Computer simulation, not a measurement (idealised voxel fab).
This section sets out a process module, namely voxel gate over fins.
Cross-section cut spans 235 nm and uses square cells 5 nm in size.
The cross-sections in this document take the form of a grid made of square cells. They are written out as bands, in order from top to bottom. Each band consists of one or more rows of cells.
A band entry consists of two parts. The first gives the height of the band's top and the height of its bottom, in nm. The rest lists the band's materials from left to right, each with its width in nm. A single material labelled with the word "edge to edge" fills the band from edge to edge, and the word "empty" marks empty space.
Basically, 0 is our baseline, since under it the wafer straight out of the box is all one material. The bottom band has no lower end and keeps on going down, so it looks like "0 -> down".
Graded width ("30..40"): value in top row of band = first number; value in bottom row = second number; row-to-row change constant.
Basically "nothing got changed" means that step didn't change any cell in the cross-section.
In the "Voids lacking openings" entry, you get each enclosed empty space of 8 cells or more, one with no open way to the top, written width x height at distance, distance from the left edge, in nm.
Post-settings text on a step line: simulator's own remark regarding the step.
Among the settings permitted on a step's line is "overlay nm"; applied to a step with a mask, it specifies the extent to which the mask lay to the right of its planned position, whereas a negative figure signifies a position to the left.

Below is the list of planned process steps
1: RECEIVE, material Si
2: CONFORMAL_DEP, material SiN, thk nm 10
3: DIRECTIONAL_DEP, material aC, thk nm 10
4: PATTERN, tone cover, mask id FINS, material resist, width nm 15, pitch nm 50, thk nm 25, overlay nm 0
5: DIRECTIONAL_ETCH, etch materials aC, depth nm 10
6: STRIP, etch materials resist
7: DIRECTIONAL_ETCH, etch materials SiN, depth nm 10
8: DIRECTIONAL_ETCH, etch materials Si, depth nm 35
9: STRIP, etch materials aC
10: OXIDIZE, depth nm 5
11: FILL_DEP, material SiO2, thk nm 10
12: CMP, height nm 10
13: DIRECTIONAL_DEP, material aC, thk nm 10
14: PATTERN, tone open, mask id RAIL, material resist, width nm 15, thk nm 30, overlay nm 0
15: DIRECTIONAL_ETCH, etch materials aC, depth nm 10
16: STRIP, etch materials resist
17: DIRECTIONAL_ETCH, etch materials SiO2, depth nm 40
18: STRIP, etch materials aC
19: CONFORMAL_DEP, material TiN, thk nm 5
20: FILL_DEP, material Ru, thk nm 5
21: CMP, height nm 10
22: SELECTIVE_ETCH, etch materials W Ru TiN, depth nm 35
23: FILL_DEP, material SiO2, thk nm 5
24: CMP, height nm 10
25: SELECTIVE_ETCH, etch materials SiO2, depth nm 25
26: STRIP, etch materials SiN
27: CONFORMAL_DEP, material HfO2, thk nm 5
28: CONFORMAL_DEP, material TiN, thk nm 5
29: CONFORMAL_DEP, material TiAl, thk nm 5
30: CONFORMAL_DEP, material TiN, thk nm 5
31: FILL_DEP, material W, thk nm 10
32: CMP, height nm 25
33: CONFORMAL_DEP, material SiN, thk nm 10

Run as planned: first of two wafers

Wafer at receipt (post step 1), cross-section
    0 -> down: Si edge to edge
    Voids lacking openings: none

Cross-section through the wafer, step 2 finished
    10 -> 0: SiN edge to edge
    Below a height of 0, the structure has not been altered.

Cross-section through the wafer, step 3 finished
    20 -> 10: aC edge to edge
    Below a height of 10, the structure has not been altered.

Cross-section through the wafer, step 4 finished
    45 -> 20: empty: 35, then resist: 15, then empty: 35, then resist: 15, then empty: 35, then resist: 15, then empty: 35, then resist: 15, then empty: 35
    Below a height of 20, the structure has not been altered.

Cross-section through the wafer, step 5 finished
    35 -> 20: empty: 35, then resist: 15, then empty: 35, then resist: 15, then empty: 35, then resist: 15, then empty: 35, then resist: 15, then empty: 35
    20 -> 10: empty: 35, then aC: 15, then empty: 35, then aC: 15, then empty: 35, then aC: 15, then empty: 35, then aC: 15, then empty: 35
    Below a height of 10, the structure has not been altered.

Cross-section through the wafer, step 6 finished
    20 -> 10: empty: 35, then aC: 15, then empty: 35, then aC: 15, then empty: 35, then aC: 15, then empty: 35, then aC: 15, then empty: 35
    Below a height of 10, the structure has not been altered.

Cross-section through the wafer, step 7 finished
    20 -> 10: empty: 35, then aC: 15, then empty: 35, then aC: 15, then empty: 35, then aC: 15, then empty: 35, then aC: 15, then empty: 35
    10 -> 0: empty: 35, then SiN: 15, then empty: 35, then SiN: 15, then empty: 35, then SiN: 15, then empty: 35, then SiN: 15, then empty: 35
    Below a height of 0, the structure has not been altered.

Cross-section through the wafer, step 8 finished
    20 -> 10: empty: 35, then aC: 15, then empty: 35, then aC: 15, then empty: 35, then aC: 15, then empty: 35, then aC: 15, then empty: 35
    10 -> 0: empty: 35, then SiN: 15, then empty: 35, then SiN: 15, then empty: 35, then SiN: 15, then empty: 35, then SiN: 15, then empty: 35
    0 -> -35: empty: 35, then Si: 15, then empty: 35, then Si: 15, then empty: 35, then Si: 15, then empty: 35, then Si: 15, then empty: 35
    Below a height of -35, the structure has not been altered.

Cross-section through the wafer, step 9 finished
    10 -> 0: empty: 35, then SiN: 15, then empty: 35, then SiN: 15, then empty: 35, then SiN: 15, then empty: 35, then SiN: 15, then empty: 35
    Below a height of 0, the structure has not been altered.

Cross-section through the wafer, step 10 finished
    10 -> 0: empty: 35, then SiN: 15, then empty: 35, then SiN: 15, then empty: 35, then SiN: 15, then empty: 35, then SiN: 15, then empty: 35
    0 -> -35: empty: 35, then SiO2: 5, then Si: 5, then SiO2: 5, then empty: 35, then SiO2: 5, then Si: 5, then SiO2: 5, then empty: 35, then SiO2: 5, then Si: 5, then SiO2: 5, then empty: 35, then SiO2: 5, then Si: 5, then SiO2: 5, then empty: 35
    -35 -> -40: SiO2: 40, then Si: 5, then SiO2: 45, then Si: 5, then SiO2: 45, then Si: 5, then SiO2: 45, then Si: 5, then SiO2: 40
    Below a height of -40, the structure has not been altered.

Cross-section through the wafer, step 11 finished
    20 -> 10: SiO2 edge to edge
    10 -> 0: SiO2: 35, then SiN: 15, then SiO2: 35, then SiN: 15, then SiO2: 35, then SiN: 15, then SiO2: 35, then SiN: 15, then SiO2: 35
    0 -> -40: SiO2: 40, then Si: 5, then SiO2: 45, then Si: 5, then SiO2: 45, then Si: 5, then SiO2: 45, then Si: 5, then SiO2: 40
    Below a height of -40, the structure has not been altered.

Cross-section through the wafer, step 12 finished
    10 -> 0: SiO2: 35, then SiN: 15, then SiO2: 35, then SiN: 15, then SiO2: 35, then SiN: 15, then SiO2: 35, then SiN: 15, then SiO2: 35
    Below a height of 0, the structure has not been altered.

Cross-section through the wafer, step 13 finished
    20 -> 10: aC edge to edge
    Below a height of 10, the structure has not been altered.

Cross-section through the wafer, step 14 finished
    50 -> 20: resist: 60, then empty: 15, then resist: 160
    Below a height of 20, the structure has not been altered.

Cross-section through the wafer, step 15 finished
    40 -> 20: resist: 60, then empty: 15, then resist: 160
    20 -> 10: aC: 60, then empty: 15, then aC: 160
    Below a height of 10, the structure has not been altered.

Cross-section through the wafer, step 16 finished
    20 -> 10: aC: 60, then empty: 15, then aC: 160
    Below a height of 10, the structure has not been altered.

Cross-section through the wafer, step 17 finished
    20 -> 10: aC: 60, then empty: 15, then aC: 160
    10 -> 0: SiO2: 35, then SiN: 15, then SiO2: 10, then empty: 15, then SiO2: 10, then SiN: 15, then SiO2: 35, then SiN: 15, then SiO2: 35, then SiN: 15, then SiO2: 35
    0 -> -30: SiO2: 40, then Si: 5, then SiO2: 15, then empty: 15, then SiO2: 15, then Si: 5, then SiO2: 45, then Si: 5, then SiO2: 45, then Si: 5, then SiO2: 40
    Below a height of -30, the structure has not been altered.

Cross-section through the wafer, step 18 finished
    10 -> 0: SiO2: 35, then SiN: 15, then SiO2: 10, then empty: 15, then SiO2: 10, then SiN: 15, then SiO2: 35, then SiN: 15, then SiO2: 35, then SiN: 15, then SiO2: 35
    Below a height of 0, the structure has not been altered.

Cross-section through the wafer, step 19 finished
    15 -> 10: TiN: 65, then empty: 5, then TiN: 165
    10 -> 0: SiO2: 35, then SiN: 15, then SiO2: 10, then TiN: 5, then empty: 5, then TiN: 5, then SiO2: 10, then SiN: 15, then SiO2: 35, then SiN: 15, then SiO2: 35, then SiN: 15, then SiO2: 35
    0 -> -25: SiO2: 40, then Si: 5, then SiO2: 15, then TiN: 5, then empty: 5, then TiN: 5, then SiO2: 15, then Si: 5, then SiO2: 45, then Si: 5, then SiO2: 45, then Si: 5, then SiO2: 40
    -25 -> -30: SiO2: 40, then Si: 5, then SiO2: 15, then TiN: 15, then SiO2: 15, then Si: 5, then SiO2: 45, then Si: 5, then SiO2: 45, then Si: 5, then SiO2: 40
    Below a height of -30, the structure has not been altered.

Cross-section through the wafer, step 20 finished
    20 -> 15: Ru edge to edge
    15 -> 10: TiN: 65, then Ru: 5, then TiN: 165
    10 -> 0: SiO2: 35, then SiN: 15, then SiO2: 10, then TiN: 5, then Ru: 5, then TiN: 5, then SiO2: 10, then SiN: 15, then SiO2: 35, then SiN: 15, then SiO2: 35, then SiN: 15, then SiO2: 35
    0 -> -25: SiO2: 40, then Si: 5, then SiO2: 15, then TiN: 5, then Ru: 5, then TiN: 5, then SiO2: 15, then Si: 5, then SiO2: 45, then Si: 5, then SiO2: 45, then Si: 5, then SiO2: 40
    Below a height of -25, the structure has not been altered.

Cross-section through the wafer, step 21 finished
    10 -> 0: SiO2: 35, then SiN: 15, then SiO2: 10, then TiN: 5, then Ru: 5, then TiN: 5, then SiO2: 10, then SiN: 15, then SiO2: 35, then SiN: 15, then SiO2: 35, then SiN: 15, then SiO2: 35
    Below a height of 0, the structure has not been altered.

Cross-section through the wafer, step 22 finished
    10 -> 0: SiO2: 35, then SiN: 15, then SiO2: 10, then empty: 15, then SiO2: 10, then SiN: 15, then SiO2: 35, then SiN: 15, then SiO2: 35, then SiN: 15, then SiO2: 35
    0 -> -25: SiO2: 40, then Si: 5, then SiO2: 15, then empty: 15, then SiO2: 15, then Si: 5, then SiO2: 45, then Si: 5, then SiO2: 45, then Si: 5, then SiO2: 40
    Below a height of -25, the structure has not been altered.

Cross-section through the wafer, step 23 finished
    15 -> 10: SiO2 edge to edge
    10 -> 0: SiO2: 35, then SiN: 15, then SiO2: 35, then SiN: 15, then SiO2: 35, then SiN: 15, then SiO2: 35, then SiN: 15, then SiO2: 35
    0 -> -25: SiO2: 40, then Si: 5, then SiO2: 45, then Si: 5, then SiO2: 45, then Si: 5, then SiO2: 45, then Si: 5, then SiO2: 40
    Below a height of -25, the structure has not been altered.

Cross-section through the wafer, step 24 finished
    10 -> 0: SiO2: 35, then SiN: 15, then SiO2: 35, then SiN: 15, then SiO2: 35, then SiN: 15, then SiO2: 35, then SiN: 15, then SiO2: 35
    Below a height of 0, the structure has not been altered.

Cross-section through the wafer, step 25 finished
    10 -> 0: empty: 35, then SiN: 15, then empty: 35, then SiN: 15, then empty: 35, then SiN: 15, then empty: 35, then SiN: 15, then empty: 35
    0 -> -15: empty: 40, then Si: 5, then empty: 45, then Si: 5, then empty: 45, then Si: 5, then empty: 45, then Si: 5, then empty: 40
    Below a height of -15, the structure has not been altered.

Cross-section through the wafer, step 26 finished
    0 -> -15: empty: 40, then Si: 5, then empty: 45, then Si: 5, then empty: 45, then Si: 5, then empty: 45, then Si: 5, then empty: 40
    Below a height of -15, the structure has not been altered.

Cross-section through the wafer, step 27 finished
    5 -> 0: empty: 35, then HfO2: 15, then empty: 35, then HfO2: 15, then empty: 35, then HfO2: 15, then empty: 35, then HfO2: 15, then empty: 35
    0 -> -10: empty: 35, then HfO2: 5, then Si: 5, then HfO2: 5, then empty: 35, then HfO2: 5, then Si: 5, then HfO2: 5, then empty: 35, then HfO2: 5, then Si: 5, then HfO2: 5, then empty: 35, then HfO2: 5, then Si: 5, then HfO2: 5, then empty: 35
    -10 -> -15: HfO2: 40, then Si: 5, then HfO2: 45, then Si: 5, then HfO2: 45, then Si: 5, then HfO2: 45, then Si: 5, then HfO2: 40
    Below a height of -15, the structure has not been altered.

Cross-section through the wafer, step 28 finished
    10 -> 5: empty: 30, then TiN: 25, then empty: 25, then TiN: 25, then empty: 25, then TiN: 25, then empty: 25, then TiN: 25, then empty: 30
    5 -> 0: empty: 30, then TiN: 5, then HfO2: 15, then TiN: 5, then empty: 25, then TiN: 5, then HfO2: 15, then TiN: 5, then empty: 25, then TiN: 5, then HfO2: 15, then TiN: 5, then empty: 25, then TiN: 5, then HfO2: 15, then TiN: 5, then empty: 30
    0 -> -5: empty: 30, then TiN: 5, then HfO2: 5, then Si: 5, then HfO2: 5, then TiN: 5, then empty: 25, then TiN: 5, then HfO2: 5, then Si: 5, then HfO2: 5, then TiN: 5, then empty: 25, then TiN: 5, then HfO2: 5, then Si: 5, then HfO2: 5, then TiN: 5, then empty: 25, then TiN: 5, then HfO2: 5, then Si: 5, then HfO2: 5, then TiN: 5, then empty: 30
    -5 -> -10: TiN: 35, then HfO2: 5, then Si: 5, then HfO2: 5, then TiN: 35, then HfO2: 5, then Si: 5, then HfO2: 5, then TiN: 35, then HfO2: 5, then Si: 5, then HfO2: 5, then TiN: 35, then HfO2: 5, then Si: 5, then HfO2: 5, then TiN: 35
    Below a height of -10, the structure has not been altered.

Cross-section through the wafer, step 29 finished
    15 -> 10: empty: 25, then TiAl: 35, then empty: 15, then TiAl: 35, then empty: 15, then TiAl: 35, then empty: 15, then TiAl: 35, then empty: 25
    10 -> 5: empty: 25, then TiAl: 5, then TiN: 25, then TiAl: 5, then empty: 15, then TiAl: 5, then TiN: 25, then TiAl: 5, then empty: 15, then TiAl: 5, then TiN: 25, then TiAl: 5, then empty: 15, then TiAl: 5, then TiN: 25, then TiAl: 5, then empty: 25
    5 -> 0: empty: 25, then TiAl: 5, then TiN: 5, then HfO2: 15, then TiN: 5, then TiAl: 5, then empty: 15, then TiAl: 5, then TiN: 5, then HfO2: 15, then TiN: 5, then TiAl: 5, then empty: 15, then TiAl: 5, then TiN: 5, then HfO2: 15, then TiN: 5, then TiAl: 5, then empty: 15, then TiAl: 5, then TiN: 5, then HfO2: 15, then TiN: 5, then TiAl: 5, then empty: 25
    0 -> -5: TiAl: 30, then TiN: 5, then HfO2: 5, then Si: 5, then HfO2: 5, then TiN: 5, then TiAl: 25, then TiN: 5, then HfO2: 5, then Si: 5, then HfO2: 5, then TiN: 5, then TiAl: 25, then TiN: 5, then HfO2: 5, then Si: 5, then HfO2: 5, then TiN: 5, then TiAl: 25, then TiN: 5, then HfO2: 5, then Si: 5, then HfO2: 5, then TiN: 5, then TiAl: 30
    Below a height of -5, the structure has not been altered.

Cross-section through the wafer, step 30 finished
    20 -> 15: empty: 20, then TiN: 45, then empty: 5, then TiN: 45, then empty: 5, then TiN: 45, then empty: 5, then TiN: 45, then empty: 20
    15 -> 10: empty: 20, then TiN: 5, then TiAl: 35, then TiN: 5, then empty: 5, then TiN: 5, then TiAl: 35, then TiN: 5, then empty: 5, then TiN: 5, then TiAl: 35, then TiN: 5, then empty: 5, then TiN: 5, then TiAl: 35, then TiN: 5, then empty: 20
    10 -> 5: empty: 20, then TiN: 5, then TiAl: 5, then TiN: 25, then TiAl: 5, then TiN: 5, then empty: 5, then TiN: 5, then TiAl: 5, then TiN: 25, then TiAl: 5, then TiN: 5, then empty: 5, then TiN: 5, then TiAl: 5, then TiN: 25, then TiAl: 5, then TiN: 5, then empty: 5, then TiN: 5, then TiAl: 5, then TiN: 25, then TiAl: 5, then TiN: 5, then empty: 20
    5 -> 0: TiN: 25, then TiAl: 5, then TiN: 5, then HfO2: 15, then TiN: 5, then TiAl: 5, then TiN: 15, then TiAl: 5, then TiN: 5, then HfO2: 15, then TiN: 5, then TiAl: 5, then TiN: 15, then TiAl: 5, then TiN: 5, then HfO2: 15, then TiN: 5, then TiAl: 5, then TiN: 15, then TiAl: 5, then TiN: 5, then HfO2: 15, then TiN: 5, then TiAl: 5, then TiN: 25
    Below a height of 0, the structure has not been altered.

Cross-section through the wafer, step 31 finished
    30 -> 20: W edge to edge
    20 -> 15: W: 20, then TiN: 45, then W: 5, then TiN: 45, then W: 5, then TiN: 45, then W: 5, then TiN: 45, then W: 20
    15 -> 10: W: 20, then TiN: 5, then TiAl: 35, then TiN: 5, then W: 5, then TiN: 5, then TiAl: 35, then TiN: 5, then W: 5, then TiN: 5, then TiAl: 35, then TiN: 5, then W: 5, then TiN: 5, then TiAl: 35, then TiN: 5, then W: 20
    10 -> 5: W: 20, then TiN: 5, then TiAl: 5, then TiN: 25, then TiAl: 5, then TiN: 5, then W: 5, then TiN: 5, then TiAl: 5, then TiN: 25, then TiAl: 5, then TiN: 5, then W: 5, then TiN: 5, then TiAl: 5, then TiN: 25, then TiAl: 5, then TiN: 5, then W: 5, then TiN: 5, then TiAl: 5, then TiN: 25, then TiAl: 5, then TiN: 5, then W: 20
    Below a height of 5, the structure has not been altered.

Cross-section through the wafer, step 32 finished
    25 -> 20: W edge to edge
    Below a height of 20, the structure has not been altered.

Cross-section through the wafer, step 33 finished
    35 -> 25: SiN edge to edge
    Below a height of 25, the structure has not been altered.

The second wafer began exactly as the first did and followed the same plan, but one mistake was made while running it; through step 27 inclusive, the two wafers are identical

Second wafer cross-section, taken as of the time the plan sets for step 28 to be done
    10 -> 5: empty: 30, then TiAl: 25, then empty: 25, then TiAl: 25, then empty: 25, then TiAl: 25, then empty: 25, then TiAl: 25, then empty: 30
    5 -> 0: empty: 30, then TiAl: 5, then HfO2: 15, then TiAl: 5, then empty: 25, then TiAl: 5, then HfO2: 15, then TiAl: 5, then empty: 25, then TiAl: 5, then HfO2: 15, then TiAl: 5, then empty: 25, then TiAl: 5, then HfO2: 15, then TiAl: 5, then empty: 30
    0 -> -5: empty: 30, then TiAl: 5, then HfO2: 5, then Si: 5, then HfO2: 5, then TiAl: 5, then empty: 25, then TiAl: 5, then HfO2: 5, then Si: 5, then HfO2: 5, then TiAl: 5, then empty: 25, then TiAl: 5, then HfO2: 5, then Si: 5, then HfO2: 5, then TiAl: 5, then empty: 25, then TiAl: 5, then HfO2: 5, then Si: 5, then HfO2: 5, then TiAl: 5, then empty: 30
    -5 -> -10: TiAl: 35, then HfO2: 5, then Si: 5, then HfO2: 5, then TiAl: 35, then HfO2: 5, then Si: 5, then HfO2: 5, then TiAl: 35, then HfO2: 5, then Si: 5, then HfO2: 5, then TiAl: 35, then HfO2: 5, then Si: 5, then HfO2: 5, then TiAl: 35
    Below a height of -10, the structure has not been altered.

Second wafer cross-section, taken as of the time the plan sets for step 29 to be done
    15 -> 10: empty: 25, then TiN: 35, then empty: 15, then TiN: 35, then empty: 15, then TiN: 35, then empty: 15, then TiN: 35, then empty: 25
    10 -> 5: empty: 25, then TiN: 5, then TiAl: 25, then TiN: 5, then empty: 15, then TiN: 5, then TiAl: 25, then TiN: 5, then empty: 15, then TiN: 5, then TiAl: 25, then TiN: 5, then empty: 15, then TiN: 5, then TiAl: 25, then TiN: 5, then empty: 25
    5 -> 0: empty: 25, then TiN: 5, then TiAl: 5, then HfO2: 15, then TiAl: 5, then TiN: 5, then empty: 15, then TiN: 5, then TiAl: 5, then HfO2: 15, then TiAl: 5, then TiN: 5, then empty: 15, then TiN: 5, then TiAl: 5, then HfO2: 15, then TiAl: 5, then TiN: 5, then empty: 15, then TiN: 5, then TiAl: 5, then HfO2: 15, then TiAl: 5, then TiN: 5, then empty: 25
    0 -> -5: TiN: 30, then TiAl: 5, then HfO2: 5, then Si: 5, then HfO2: 5, then TiAl: 5, then TiN: 25, then TiAl: 5, then HfO2: 5, then Si: 5, then HfO2: 5, then TiAl: 5, then TiN: 25, then TiAl: 5, then HfO2: 5, then Si: 5, then HfO2: 5, then TiAl: 5, then TiN: 25, then TiAl: 5, then HfO2: 5, then Si: 5, then HfO2: 5, then TiAl: 5, then TiN: 30
    Below a height of -5, the structure has not been altered.

Second wafer cross-section, taken as of the time the plan sets for step 30 to be done
    20 -> 10: empty: 20, then TiN: 45, then empty: 5, then TiN: 45, then empty: 5, then TiN: 45, then empty: 5, then TiN: 45, then empty: 20
    10 -> 5: empty: 20, then TiN: 10, then TiAl: 25, then TiN: 10, then empty: 5, then TiN: 10, then TiAl: 25, then TiN: 10, then empty: 5, then TiN: 10, then TiAl: 25, then TiN: 10, then empty: 5, then TiN: 10, then TiAl: 25, then TiN: 10, then empty: 20
    5 -> 0: TiN: 30, then TiAl: 5, then HfO2: 15, then TiAl: 5, then TiN: 25, then TiAl: 5, then HfO2: 15, then TiAl: 5, then TiN: 25, then TiAl: 5, then HfO2: 15, then TiAl: 5, then TiN: 25, then TiAl: 5, then HfO2: 15, then TiAl: 5, then TiN: 30
    Below a height of 0, the structure has not been altered.

Second wafer cross-section, taken as of the time the plan sets for step 31 to be done
    30 -> 20: W edge to edge
    20 -> 10: W: 20, then TiN: 45, then W: 5, then TiN: 45, then W: 5, then TiN: 45, then W: 5, then TiN: 45, then W: 20
    10 -> 5: W: 20, then TiN: 10, then TiAl: 25, then TiN: 10, then W: 5, then TiN: 10, then TiAl: 25, then TiN: 10, then W: 5, then TiN: 10, then TiAl: 25, then TiN: 10, then W: 5, then TiN: 10, then TiAl: 25, then TiN: 10, then W: 20
    Below a height of 5, the structure has not been altered.

Second wafer cross-section, taken as of the time the plan sets for step 32 to be done
    25 -> 20: W edge to edge
    Below a height of 20, the structure has not been altered.

Second wafer cross-section, taken as of the time the plan sets for step 33 to be done
    35 -> 25: SiN edge to edge
    Below a height of 25, the structure has not been altered.
So what did we get wrong on this run? mixed up steps 28 and 29 - ran each in the other's place
Cell counts per material: same on both final wafers. Positions: different.
